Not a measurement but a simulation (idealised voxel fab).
process module | voxel wiring stack
cross-section cut | 235 nm wide | cells 5 nm
A cross-section is a grid of square cells, given in bands from the top down. A band is one or more rows of cells.
Each band's line starts with the height of the band's top and of its bottom, in nm. Then come its materials from left to right, each with its width in nm. One material with "throughout" fills the band from edge to edge. "air" is empty space.
Height 0 is the level under which the wafer as received is all one material. The lowest band goes on downwards, as in "0 down".
A width such as "30 to 40" changes by the same amount from each row of cells to the next, from the band's top row to its bottom row.
"no change" after a step means that no cell of the cross-section changed.
closed voids: empty space of 8 cells or more with no open way to the top, each as width x height at its distance from the left edge, in nm
after a step's settings: what the simulator itself notes on the step
overlay nm, on a step with a mask: how far to the right of its planned place the mask lay; to the left if negative
plan
1 op RECEIVE | material Si
2 op CONFORMAL_DEP | material SiO2 | thk nm 10
3 op DIRECTIONAL_DEP | material TiN | thk nm 5
4 op DIRECTIONAL_DEP | material Ru | thk nm 15
5 op DIRECTIONAL_DEP | material aC | thk nm 15
6 op PATTERN | tone cover | mask id METAL_1 | material resist | width nm 20 | pitch nm 50 | thk nm 30 | overlay nm 0
7 op DIRECTIONAL_ETCH | etch materials aC | depth nm 15
8 op STRIP | etch materials resist
9 op DIRECTIONAL_ETCH | etch materials Ru | depth nm 15
10 op DIRECTIONAL_ETCH | etch materials TiN | depth nm 5
11 op STRIP | etch materials aC
12 op CONFORMAL_DEP | material SiCN | thk nm 5
13 op FILL_DEP | material SiO2 | thk nm 5
14 op CMP | height nm 30
15 op CONFORMAL_DEP | material SiCN | thk nm 5
16 op DIRECTIONAL_DEP | material SiO2 | thk nm 15
17 op DIRECTIONAL_DEP | material aC | thk nm 10
18 op PATTERN | tone open | mask id PLUG_1 | material resist | width nm 15 | pitch nm 50 | thk nm 25 | overlay nm 0
19 op DIRECTIONAL_ETCH | etch materials aC | depth nm 10
20 op STRIP | etch materials resist
21 op DIRECTIONAL_ETCH | etch materials SiO2 | depth nm 15
22 op DIRECTIONAL_ETCH | etch materials SiCN | depth nm 5
23 op STRIP | etch materials aC
24 op CONFORMAL_DEP | material TiN | thk nm 5
25 op FILL_DEP | material Ru | thk nm 5
26 op CMP | height nm 50
27 op CONFORMAL_DEP | material SiN | thk nm 5
28 op DIRECTIONAL_DEP | material lowk | thk nm 25
29 op MASKED_ETCH | tone open | mask id METAL_2 | width nm 20 | pitch nm 50 | etch materials lowk | depth nm 25 | overlay nm 0
30 op MASKED_ETCH | tone open | mask id METAL_2 | width nm 20 | pitch nm 50 | etch materials SiN | depth nm 5 | overlay nm 0
31 op CONFORMAL_DEP | material TiN | thk nm 5
32 op FILL_DEP | material W | thk nm 5
33 op CMP | height nm 80
34 op CONFORMAL_DEP | material SiCN | thk nm 5
35 op DIRECTIONAL_DEP | material SiO2 | thk nm 30
36 op DIRECTIONAL_DEP | material aC | thk nm 10
37 op PATTERN | tone open | mask id METAL_3_HOLES | material resist | width nm 15 | thk nm 30 | overlay nm 0
38 op DIRECTIONAL_ETCH | etch materials aC | depth nm 10
39 op STRIP | etch materials resist
40 op DIRECTIONAL_ETCH | etch materials SiO2 | depth nm 30
41 op STRIP | etch materials aC
42 op MASKED_ETCH | tone open | mask id METAL_3 | width nm 20 | pitch nm 50 | etch materials SiO2 | depth nm 5 | overlay nm 0
43 op MASKED_ETCH | tone open | mask id METAL_3 | width nm 20 | pitch nm 50 | etch materials SiCN | depth nm 5 | overlay nm 0
44 op CONFORMAL_DEP | material TiN | thk nm 5
45 op FILL_DEP | material Ru | thk nm 5
46 op CMP | height nm 115
47 op CONFORMAL_DEP | material SiN | thk nm 5
varied across the wafers: depth nm of step 42. The plan shows the first wafer's value. All wafers start alike
first wafer as received, after step 1
  0 down: Si throughout
  closed voids: none
first wafer at the end, after step 47
  120 to 115: SiN throughout
  115 to 110: SiO2 80 | TiN 5 | Ru 5 | TiN 10 | SiO2 30 | TiN 20 | SiO2 85
  110 to 85: SiO2 80 | TiN 5 | Ru 5 | TiN 5 | SiO2 140
  85 to 80: SiCN 80 | TiN 15 | SiCN 140
  80 to 55: lowk 80 | TiN 5 | W 10 | TiN 5 | lowk 30 | TiN 5 | W 10 | TiN 5 | lowk 85
  55 to 50: SiN 80 | TiN 20 | SiN 30 | TiN 20 | SiN 85
  50 to 35: SiO2 80 | TiN 5 | Ru 5 | TiN 5 | SiO2 35 | TiN 5 | Ru 5 | TiN 5 | SiO2 90
  35 to 30: SiCN 80 | TiN 15 | SiCN 35 | TiN 15 | SiCN 90
  30 to 15: SiO2 75 | SiCN 5 | Ru 20 | SiCN 5 | SiO2 20 | SiCN 5 | Ru 20 | SiCN 5 | SiO2 80
  15 to 10: SiCN 80 | TiN 20 | SiCN 30 | TiN 20 | SiCN 85
  10 to 0: SiO2 throughout
  0 down: Si throughout
  closed voids: none
last wafer at the end
  120 to 115: SiN throughout
  115 to 85: SiO2 80 | TiN 5 | Ru 10 | TiN 5 | SiO2 30 | TiN 5 | Ru 10 | TiN 5 | SiO2 85
  85 to 80: SiCN 80 | TiN 20 | SiCN 30 | TiN 20 | SiCN 85
  80 to 55: lowk 80 | TiN 5 | W 10 | TiN 5 | lowk 30 | TiN 5 | W 10 | TiN 5 | lowk 85
  55 to 50: SiN 80 | TiN 20 | SiN 30 | TiN 20 | SiN 85
  50 to 35: SiO2 80 | TiN 5 | Ru 5 | TiN 5 | SiO2 35 | TiN 5 | Ru 5 | TiN 5 | SiO2 90
  35 to 30: SiCN 80 | TiN 15 | SiCN 35 | TiN 15 | SiCN 90
  30 to 15: SiO2 75 | SiCN 5 | Ru 20 | SiCN 5 | SiO2 20 | SiCN 5 | Ru 20 | SiCN 5 | SiO2 80
  15 to 10: SiCN 80 | TiN 20 | SiCN 30 | TiN 20 | SiCN 85
  10 to 0: SiO2 throughout
  0 down: Si throughout
  closed voids: none
each wafer at the end: cells of each material gained (+) or lost (-) since it was received, then its closed voids
depth nm 5 | +36 Ru | +136 SiCN | +86 SiN | +581 SiO2 | +74 TiN | +20 W | +195 lowk | closed voids: none
depth nm 10 | +39 Ru | +136 SiCN | +86 SiN | +576 SiO2 | +76 TiN | +20 W | +195 lowk | closed voids: none
depth nm 15 | +42 Ru | +136 SiCN | +86 SiN | +571 SiO2 | +78 TiN | +20 W | +195 lowk | closed voids: none
depth nm 20 | +45 Ru | +136 SiCN | +86 SiN | +566 SiO2 | +80 TiN | +20 W | +195 lowk | closed voids: none
depth nm 25 | +48 Ru | +136 SiCN | +86 SiN | +561 SiO2 | +82 TiN | +20 W | +195 lowk | closed voids: none
depth nm 30 | +54 Ru | +131 SiCN | +86 SiN | +556 SiO2 | +86 TiN | +20 W | +195 lowk | closed voids: none
